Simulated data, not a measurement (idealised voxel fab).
process module | voxel self aligned vias
cross-section cut | 270 nm wide | cells 5 nm
A cross-section is a grid of square cells, given in bands from the top down. A band is one or more rows of cells.
Each band's line starts with the height of the band's top and of its bottom, in nm. Then come its materials from left to right, each with its width in nm. One material with "throughout" fills the band from edge to edge. "air" is empty space.
Height 0 is the level under which the wafer as received is all one material. The lowest band goes on downwards, as in "0 down".
A width such as "30 to 40" changes by the same amount from each row of cells to the next, from the band's top row to its bottom row.
"no change" after a step means that no cell of the cross-section changed.
closed voids: empty space of 8 cells or more with no open way to the top, each as width x height at its distance from the left edge, in nm
after a step's settings: what the simulator itself notes on the step
overlay nm, on a step with a mask: how far to the right of its planned place the mask lay; to the left if negative
plan
1 op RECEIVE | material Si
2 op CONFORMAL_DEP | material SiO2 | thk nm 10
3 op CONFORMAL_DEP | material SiCN | thk nm 5
4 op DIRECTIONAL_DEP | material SiO2 | thk nm 30
5 op PATTERN | tone open | mask id LINES | material resist | width nm 20 | pitch nm 55 | thk nm 15 | overlay nm 0
6 op DIRECTIONAL_ETCH | etch materials SiO2 | depth nm 30
7 op STRIP | etch materials resist
8 op CONFORMAL_DEP | material TiN | thk nm 5
9 op FILL_DEP | material W | thk nm 10
10 op CMP | height nm 45
11 op SELECTIVE_ETCH | etch materials W Ru TiN | depth nm 5
12 op FILL_DEP | material SiN | thk nm 5
13 op CMP | height nm 45
14 op DIRECTIONAL_DEP | material SiO2 | thk nm 15
15 op DIRECTIONAL_DEP | material aC | thk nm 10
16 op PATTERN | tone open | mask id VIAS | material resist | width nm 40 | pitch nm 110 | thk nm 25 | overlay nm 0
17 op DIRECTIONAL_ETCH | etch materials aC | depth nm 10
18 op STRIP | etch materials resist
19 op DIRECTIONAL_ETCH | etch materials SiO2 | depth nm 15
20 op DIRECTIONAL_ETCH | etch materials SiN | depth nm 5
21 op STRIP | etch materials aC
22 op CONFORMAL_DEP | material TiN | thk nm 5
23 op FILL_DEP | material Cu | thk nm 5
24 op CMP | height nm 60
25 op CONFORMAL_DEP | material SiN | thk nm 5
first wafer, as planned
as received, after step 1
  0 down: Si throughout
  closed voids: none
after step 2
  10 to 0: SiO2 throughout
  below 0: unchanged
after step 3
  15 to 10: SiCN throughout
  below 10: unchanged
after step 4
  45 to 15: SiO2 throughout
  below 15: unchanged
after step 5
  60 to 45: resist 70 | air 20 | resist 35 | air 20 | resist 35 | air 20 | resist 70
  below 45: unchanged
after step 6
  60 to 45: resist 70 | air 20 | resist 35 | air 20 | resist 35 | air 20 | resist 70
  45 to 15: SiO2 70 | air 20 | SiO2 35 | air 20 | SiO2 35 | air 20 | SiO2 70
  below 15: unchanged
after step 7
  45 to 15: SiO2 70 | air 20 | SiO2 35 | air 20 | SiO2 35 | air 20 | SiO2 70
  below 15: unchanged
after step 8
  50 to 45: TiN 75 | air 10 | TiN 45 | air 10 | TiN 45 | air 10 | TiN 75
  45 to 20: SiO2 70 | TiN 5 | air 10 | TiN 5 | SiO2 35 | TiN 5 | air 10 | TiN 5 | SiO2 35 | TiN 5 | air 10 | TiN 5 | SiO2 70
  20 to 15: SiO2 70 | TiN 20 | SiO2 35 | TiN 20 | SiO2 35 | TiN 20 | SiO2 70
  below 15: unchanged
after step 9
  60 to 50: W throughout
  50 to 45: TiN 75 | W 10 | TiN 45 | W 10 | TiN 45 | W 10 | TiN 75
  45 to 20: SiO2 70 | TiN 5 | W 10 | TiN 5 | SiO2 35 | TiN 5 | W 10 | TiN 5 | SiO2 35 | TiN 5 | W 10 | TiN 5 | SiO2 70
  below 20: unchanged
after step 10
  45 to 20: SiO2 70 | TiN 5 | W 10 | TiN 5 | SiO2 35 | TiN 5 | W 10 | TiN 5 | SiO2 35 | TiN 5 | W 10 | TiN 5 | SiO2 70
  below 20: unchanged
after step 11
  45 to 40: SiO2 70 | air 20 | SiO2 35 | air 20 | SiO2 35 | air 20 | SiO2 70
  below 40: unchanged
after step 12
  50 to 45: SiN throughout
  45 to 40: SiO2 70 | SiN 20 | SiO2 35 | SiN 20 | SiO2 35 | SiN 20 | SiO2 70
  below 40: unchanged
after step 13
  45 to 40: SiO2 70 | SiN 20 | SiO2 35 | SiN 20 | SiO2 35 | SiN 20 | SiO2 70
  below 40: unchanged
after step 14
  60 to 45: SiO2 throughout
  below 45: unchanged
after step 15
  70 to 60: aC throughout
  below 60: unchanged
after step 16
  95 to 70: resist 60 | air 40 | resist 70 | air 40 | resist 60
  below 70: unchanged
after step 17
  85 to 70: resist 60 | air 40 | resist 70 | air 40 | resist 60
  70 to 60: aC 60 | air 40 | aC 70 | air 40 | aC 60
  below 60: unchanged
after step 18
  70 to 60: aC 60 | air 40 | aC 70 | air 40 | aC 60
  below 60: unchanged
after step 19
  70 to 60: aC 60 | air 40 | aC 70 | air 40 | aC 60
  60 to 45: SiO2 60 | air 40 | SiO2 70 | air 40 | SiO2 60
  below 45: unchanged
after step 20
  70 to 60: aC 60 | air 40 | aC 70 | air 40 | aC 60
  60 to 45: SiO2 60 | air 40 | SiO2 70 | air 40 | SiO2 60
  45 to 40: SiO2 70 | air 20 | SiO2 35 | SiN 20 | SiO2 35 | air 20 | SiO2 70
  below 40: unchanged
after step 21
  60 to 45: SiO2 60 | air 40 | SiO2 70 | air 40 | SiO2 60
  below 45: unchanged
after step 22
  65 to 60: TiN 65 | air 30 | TiN 80 | air 30 | TiN 65
  60 to 50: SiO2 60 | TiN 5 | air 30 | TiN 5 | SiO2 70 | TiN 5 | air 30 | TiN 5 | SiO2 60
  50 to 45: SiO2 60 | TiN 15 | air 10 | TiN 15 | SiO2 70 | TiN 15 | air 10 | TiN 15 | SiO2 60
  45 to 40: SiO2 70 | TiN 20 | SiO2 35 | SiN 20 | SiO2 35 | TiN 20 | SiO2 70
  below 40: unchanged
after step 23
  70 to 65: Cu throughout
  65 to 60: TiN 65 | Cu 30 | TiN 80 | Cu 30 | TiN 65
  60 to 50: SiO2 60 | TiN 5 | Cu 30 | TiN 5 | SiO2 70 | TiN 5 | Cu 30 | TiN 5 | SiO2 60
  50 to 45: SiO2 60 | TiN 15 | Cu 10 | TiN 15 | SiO2 70 | TiN 15 | Cu 10 | TiN 15 | SiO2 60
  below 45: unchanged
after step 24
  60 to 50: SiO2 60 | TiN 5 | Cu 30 | TiN 5 | SiO2 70 | TiN 5 | Cu 30 | TiN 5 | SiO2 60
  below 50: unchanged
after step 25
  65 to 60: SiN throughout
  below 60: unchanged
second wafer: like start, like plan, one mistake. Through step 18 it matches the first wafer
when step 19 should have ended
  70 to 60: aC 60 | air 40 | aC 70 | air 40 | aC 60
  60 to 45: SiO2 60 | air 40 | SiO2 70 | air 40 | SiO2 60
  45 to 40: SiO2 60 | air 10 | SiN 20 | air 10 | SiO2 25 | SiN 20 | SiO2 25 | air 10 | SiN 20 | air 10 | SiO2 60
  40 to 30: SiO2 60 | air 10 | TiN 5 | W 10 | TiN 5 | air 10 | SiO2 25 | TiN 5 | W 10 | TiN 5 | SiO2 25 | air 10 | TiN 5 | W 10 | TiN 5 | air 10 | SiO2 60
  below 30: unchanged
when step 20 should have ended
  70 to 60: aC 60 | air 40 | aC 70 | air 40 | aC 60
  60 to 45: SiO2 60 | air 40 | SiO2 70 | air 40 | SiO2 60
  45 to 40: SiO2 60 | air 40 | SiO2 25 | SiN 20 | SiO2 25 | air 40 | SiO2 60
  below 40: unchanged
when step 21 should have ended
  60 to 45: SiO2 60 | air 40 | SiO2 70 | air 40 | SiO2 60
  below 45: unchanged
when step 22 should have ended
  65 to 60: TiN 65 | air 30 | TiN 80 | air 30 | TiN 65
  60 to 45: SiO2 60 | TiN 5 | air 30 | TiN 5 | SiO2 70 | TiN 5 | air 30 | TiN 5 | SiO2 60
  45 to 40: SiO2 60 | TiN 40 | SiO2 25 | SiN 20 | SiO2 25 | TiN 40 | SiO2 60
  40 to 30: SiO2 60 | TiN 15 | W 10 | TiN 15 | SiO2 25 | TiN 5 | W 10 | TiN 5 | SiO2 25 | TiN 15 | W 10 | TiN 15 | SiO2 60
  below 30: unchanged
when step 23 should have ended
  70 to 65: Cu throughout
  65 to 60: TiN 65 | Cu 30 | TiN 80 | Cu 30 | TiN 65
  60 to 45: SiO2 60 | TiN 5 | Cu 30 | TiN 5 | SiO2 70 | TiN 5 | Cu 30 | TiN 5 | SiO2 60
  below 45: unchanged
when step 24 should have ended
  60 to 45: SiO2 60 | TiN 5 | Cu 30 | TiN 5 | SiO2 70 | TiN 5 | Cu 30 | TiN 5 | SiO2 60
  below 45: unchanged
when step 25 should have ended
  65 to 60: SiN throughout
  below 60: unchanged
what went wrong: step 19 was run twice
at the end the second wafer has, in cells: 8 more of Cu | 24 fewer of SiO2 | 16 more of TiN
